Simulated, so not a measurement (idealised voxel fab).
Process module in this document: voxel released beams
Square cells of 5 nm make up the cross-section cut, whose width is 155 nm.
A cross-section is written here as square cells arranged in a grid, and it is given in bands from the top down, each band taking up one or more rows of cells. Each band's line starts with the height of the band's top and of its bottom, in nm. Then come its materials from left to right, each with its width in nm. One material with "everywhere" fills the band from edge to edge. "air" is empty space. Heights are measured from 0, the level below which the as-received wafer is all one material; the lowest band has no bottom and continues downward, written as in "0 -> down". Note: "30 to 40" means the width goes from the first number (top row of the band) to the second number (bottom row) in equal steps per row of cells. The cross-section has no changed cell in any step marked "identical to before". Entry "Enclosed cavities". Content: empty spaces with no open connection to the top, size 8 cells or greater. Each: width x height at distance. Distance: from left edge. Unit: nm. Whatever follows a step's settings on its line is a remark the simulator itself makes about that step. overlay nm, on a step with a mask: how far to the right of its planned place the mask lay; to the left if negative.

### These are the steps we planned for the process
1) RECEIVE with material Si
2) CONFORMAL_DEP with material Al2O3, thk nm 5
3) DIRECTIONAL_DEP with material SiO2, thk nm 15
4) DIRECTIONAL_DEP with material aC, thk nm 10
5) PATTERN with tone open, mask id ANCHOR, material resist, width nm 35, thk nm 25, overlay nm 0
6) DIRECTIONAL_ETCH with etch materials aC, depth nm 10
7) STRIP with etch materials resist
8) DIRECTIONAL_ETCH with etch materials SiO2, depth nm 15
9) STRIP with etch materials aC
10) CONFORMAL_DEP with material W, thk nm 10
11) DIRECTIONAL_DEP with material aC, thk nm 15
12) PATTERN with tone cover, mask id BEAM, material resist, width nm 100, thk nm 35, overlay nm 0
13) DIRECTIONAL_ETCH with etch materials aC, depth nm 15
14) STRIP with etch materials resist
15) DIRECTIONAL_ETCH with etch materials W, depth nm 10
16) STRIP with etch materials aC
17) STRIP with etch materials SiO2

### The first of a set of two wafers, run to plan

### As-received wafer cross-section (after step 1)
    0 -> down | Si everywhere
    Enclosed cavities: none

### Cross-section of the wafer after step 2
    5 -> 0 | Al2O3 everywhere
    Below a height of 0, the structure has not been altered.

### Cross-section of the wafer after step 3
    20 -> 5 | SiO2 everywhere
    Below a height of 5, the structure has not been altered.

### Cross-section of the wafer after step 4
    30 -> 20 | aC everywhere
    Below a height of 20, the structure has not been altered.

### Cross-section of the wafer after step 5
    55 -> 30 | resist 30 nm, air 35 nm, resist 90 nm
    Below a height of 30, the structure has not been altered.

### Cross-section of the wafer after step 6
    45 -> 30 | resist 30 nm, air 35 nm, resist 90 nm
    30 -> 20 | aC 30 nm, air 35 nm, aC 90 nm
    Below a height of 20, the structure has not been altered.

### Cross-section of the wafer after step 7
    30 -> 20 | aC 30 nm, air 35 nm, aC 90 nm
    Below a height of 20, the structure has not been altered.

### Cross-section of the wafer after step 8
    30 -> 20 | aC 30 nm, air 35 nm, aC 90 nm
    20 -> 5 | SiO2 30 nm, air 35 nm, SiO2 90 nm
    Below a height of 5, the structure has not been altered.

### Cross-section of the wafer after step 9
    20 -> 5 | SiO2 30 nm, air 35 nm, SiO2 90 nm
    Below a height of 5, the structure has not been altered.

### Cross-section of the wafer after step 10
    30 -> 20 | W 40 nm, air 15 nm, W 100 nm
    20 -> 15 | SiO2 30 nm, W 10 nm, air 15 nm, W 10 nm, SiO2 90 nm
    15 -> 5 | SiO2 30 nm, W 35 nm, SiO2 90 nm
    Below a height of 5, the structure has not been altered.

### Cross-section of the wafer after step 11
    45 -> 30 | aC 40 nm, air 15 nm, aC 100 nm
    30 -> 20 | W 40 nm, aC 15 nm, W 100 nm
    20 -> 15 | SiO2 30 nm, W 10 nm, aC 15 nm, W 10 nm, SiO2 90 nm
    Below a height of 15, the structure has not been altered.

### Cross-section of the wafer after step 12
    80 -> 45 | air 25 nm, resist 100 nm, air 30 nm
    45 -> 30 | aC 40 nm, resist 15 nm, aC 100 nm
    Below a height of 30, the structure has not been altered.

### Cross-section of the wafer after step 13
    65 -> 45 | air 25 nm, resist 100 nm, air 30 nm
    45 -> 30 | air 25 nm, aC 15 nm, resist 15 nm, aC 70 nm, air 30 nm
    Below a height of 30, the structure has not been altered.

### Cross-section of the wafer after step 14
    45 -> 30 | air 25 nm, aC 15 nm, air 15 nm, aC 70 nm, air 30 nm
    Below a height of 30, the structure has not been altered.

### Cross-section of the wafer after step 15
    45 -> 30 | air 25 nm, aC 15 nm, air 15 nm, aC 70 nm, air 30 nm
    30 -> 20 | air 25 nm, W 15 nm, aC 15 nm, W 70 nm, air 30 nm
    Below a height of 20, the structure has not been altered.

### Cross-section of the wafer after step 16
    30 -> 20 | air 25 nm, W 15 nm, air 15 nm, W 70 nm, air 30 nm
    20 -> 15 | SiO2 30 nm, W 10 nm, air 15 nm, W 10 nm, SiO2 90 nm
    Below a height of 15, the structure has not been altered.

### Cross-section of the wafer after step 17
    30 -> 20 | air 25 nm, W 15 nm, air 15 nm, W 70 nm, air 30 nm
    20 -> 15 | air 30 nm, W 10 nm, air 15 nm, W 10 nm, air 90 nm
    15 -> 5 | air 30 nm, W 35 nm, air 90 nm
    Below a height of 5, the structure has not been altered.

### Okay, second wafer. Nothing different at the start, nothing different in the plan, just one mistake somewhere in the running. As far as step 4, counting that step, it's the first wafer all over again

### Cross-section, second wafer, at the end time the plan gives for step 5
    55 -> 30 | resist 35 nm, air 30 nm, resist 90 nm
    Below a height of 30, the structure has not been altered.

### Cross-section, second wafer, at the end time the plan gives for step 6
    45 -> 30 | resist 35 nm, air 30 nm, resist 90 nm
    30 -> 20 | aC 35 nm, air 30 nm, aC 90 nm
    Below a height of 20, the structure has not been altered.

### Cross-section, second wafer, at the end time the plan gives for step 7
    30 -> 20 | aC 35 nm, air 30 nm, aC 90 nm
    Below a height of 20, the structure has not been altered.

### Cross-section, second wafer, at the end time the plan gives for step 8
    30 -> 20 | aC 35 nm, air 30 nm, aC 90 nm
    20 -> 5 | SiO2 35 nm, air 30 nm, SiO2 90 nm
    Below a height of 5, the structure has not been altered.

### Cross-section, second wafer, at the end time the plan gives for step 9
    20 -> 5 | SiO2 35 nm, air 30 nm, SiO2 90 nm
    Below a height of 5, the structure has not been altered.

### Cross-section, second wafer, at the end time the plan gives for step 10
    30 -> 20 | W 45 nm, air 10 nm, W 100 nm
    20 -> 15 | SiO2 35 nm, W 10 nm, air 10 nm, W 10 nm, SiO2 90 nm
    15 -> 5 | SiO2 35 nm, W 30 nm, SiO2 90 nm
    Below a height of 5, the structure has not been altered.

### Cross-section, second wafer, at the end time the plan gives for step 11
    45 -> 30 | aC 45 nm, air 10 nm, aC 100 nm
    30 -> 20 | W 45 nm, aC 10 nm, W 100 nm
    20 -> 15 | SiO2 35 nm, W 10 nm, aC 10 nm, W 10 nm, SiO2 90 nm
    Below a height of 15, the structure has not been altered.

### Cross-section, second wafer, at the end time the plan gives for step 12
    80 -> 45 | air 25 nm, resist 100 nm, air 30 nm
    45 -> 30 | aC 45 nm, resist 10 nm, aC 100 nm
    Below a height of 30, the structure has not been altered.

### Cross-section, second wafer, at the end time the plan gives for step 13
    65 -> 45 | air 25 nm, resist 100 nm, air 30 nm
    45 -> 30 | air 25 nm, aC 20 nm, resist 10 nm, aC 70 nm, air 30 nm
    Below a height of 30, the structure has not been altered.

### Cross-section, second wafer, at the end time the plan gives for step 14
    45 -> 30 | air 25 nm, aC 20 nm, air 10 nm, aC 70 nm, air 30 nm
    Below a height of 30, the structure has not been altered.

### Cross-section, second wafer, at the end time the plan gives for step 15
    45 -> 30 | air 25 nm, aC 20 nm, air 10 nm, aC 70 nm, air 30 nm
    30 -> 20 | air 25 nm, W 20 nm, aC 10 nm, W 70 nm, air 30 nm
    Below a height of 20, the structure has not been altered.

### Cross-section, second wafer, at the end time the plan gives for step 16
    30 -> 20 | air 25 nm, W 20 nm, air 10 nm, W 70 nm, air 30 nm
    20 -> 15 | SiO2 35 nm, W 10 nm, air 10 nm, W 10 nm, SiO2 90 nm
    Below a height of 15, the structure has not been altered.

### Cross-section, second wafer, at the end time the plan gives for step 17
    30 -> 20 | air 25 nm, W 20 nm, air 10 nm, W 70 nm, air 30 nm
    20 -> 15 | air 35 nm, W 10 nm, air 10 nm, W 10 nm, air 90 nm
    15 -> 5 | air 35 nm, W 30 nm, air 90 nm
    Below a height of 5, the structure has not been altered.
What broke from the plan during processing? step 5 was run on a setting that differed from the plan, and what really ran there is PATTERN with tone open, mask id ANCHOR, material resist, width nm 30, thk nm 25, overlay nm 0
Cell counts per material: same on both final wafers. Positions: different.
